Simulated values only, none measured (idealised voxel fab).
process module | voxel gate over fins
cross-section cut | 240 nm wide | cells 5 nm
A cross-section is a grid of square cells, given in bands from the top down. A band is one or more rows of cells.
Each band's line starts with the height of the band's top and of its bottom, in nm. Then come its materials from left to right, each with its width in nm. One material with "throughout" fills the band from edge to edge. "air" is empty space.
Height 0 is the level under which the wafer as received is all one material. The lowest band goes on downwards, as in "0 down".
A width such as "30 to 40" changes by the same amount from each row of cells to the next, from the band's top row to its bottom row.
"no change" after a step means that no cell of the cross-section changed.
closed voids: empty space of 8 cells or more with no open way to the top, each as width x height at its distance from the left edge, in nm
after a step's settings: what the simulator itself notes on the step
overlay nm, on a step with a mask: how far to the right of its planned place the mask lay; to the left if negative
plan
1 op RECEIVE | material Si
2 op CONFORMAL_DEP | material SiN | thk nm 5
3 op PATTERN | tone cover | mask id FINS | material resist | width nm 15 | pitch nm 60 | thk nm 15 | overlay nm 0
4 op DIRECTIONAL_ETCH | etch materials SiN | depth nm 5
5 op DIRECTIONAL_ETCH | etch materials Si | depth nm 35
6 op STRIP | etch materials resist
7 op OXIDIZE | depth nm 5
8 op FILL_DEP | material SiO2 | thk nm 5
9 op CMP | height nm 5
10 op MASKED_ETCH | tone open | mask id RAIL | width nm 15 | etch materials SiO2 | depth nm 35 | overlay nm 0
11 op CONFORMAL_DEP | material TiN | thk nm 5
12 op FILL_DEP | material W | thk nm 5
13 op CMP | height nm 5
14 op SELECTIVE_ETCH | etch materials W Ru TiN | depth nm 25
15 op FILL_DEP | material SiO2 | thk nm 5
16 op CMP | height nm 5
17 op SELECTIVE_ETCH | etch materials SiO2 | depth nm 20
18 op STRIP | etch materials SiN
19 op CONFORMAL_DEP | material HfO2 | thk nm 5
20 op CONFORMAL_DEP | material TiN | thk nm 5
21 op FILL_DEP | material W | thk nm 15
22 op CMP | height nm 20
23 op CONFORMAL_DEP | material SiN | thk nm 5
as received, after step 1
  0 down: Si throughout
  closed voids: none
a wafer at the end: this start, this plan, one mistake
  25 to 20: SiN throughout
  20 to 10: W throughout
  10 to 5: W 40 | TiN 35 | W 25 | TiN 35 | W 25 | TiN 35 | W 45
  5 to 0: W 40 | TiN 5 | HfO2 25 | TiN 5 | W 25 | TiN 5 | HfO2 25 | TiN 5 | W 25 | TiN 5 | HfO2 25 | TiN 5 | W 45
  0 to -5: W 40 | TiN 5 | HfO2 5 | Si 15 | HfO2 5 | TiN 5 | W 25 | TiN 5 | HfO2 5 | Si 15 | HfO2 5 | TiN 5 | W 25 | TiN 5 | HfO2 5 | Si 15 | HfO2 5 | TiN 5 | W 45
  -5 to -10: TiN 45 | HfO2 5 | Si 15 | HfO2 5 | TiN 35 | HfO2 5 | Si 15 | HfO2 5 | TiN 35 | HfO2 5 | Si 15 | HfO2 5 | TiN 50
  -10 to -15: HfO2 50 | Si 15 | HfO2 45 | Si 15 | HfO2 45 | Si 15 | HfO2 55
  -15 to -20: SiO2 50 | Si 15 | SiO2 45 | Si 15 | SiO2 45 | Si 15 | SiO2 55
  -20 to -25: SiO2 50 | Si 15 | SiO2 15 | TiN 5 | W 5 | TiN 5 | SiO2 15 | Si 15 | SiO2 45 | Si 15 | SiO2 55
  -25 to -30: SiO2 50 | Si 15 | SiO2 15 | TiN 15 | SiO2 15 | Si 15 | SiO2 45 | Si 15 | SiO2 55
  -30 to -40: SiO2 50 | Si 15 | SiO2 45 | Si 15 | SiO2 45 | Si 15 | SiO2 55
  -40 down: Si throughout
  closed voids: none
what went wrong: step 3 ran as: op PATTERN | tone cover | mask id FINS | material resist | width nm 25 | pitch nm 60 | thk nm 15 | overlay nm 0
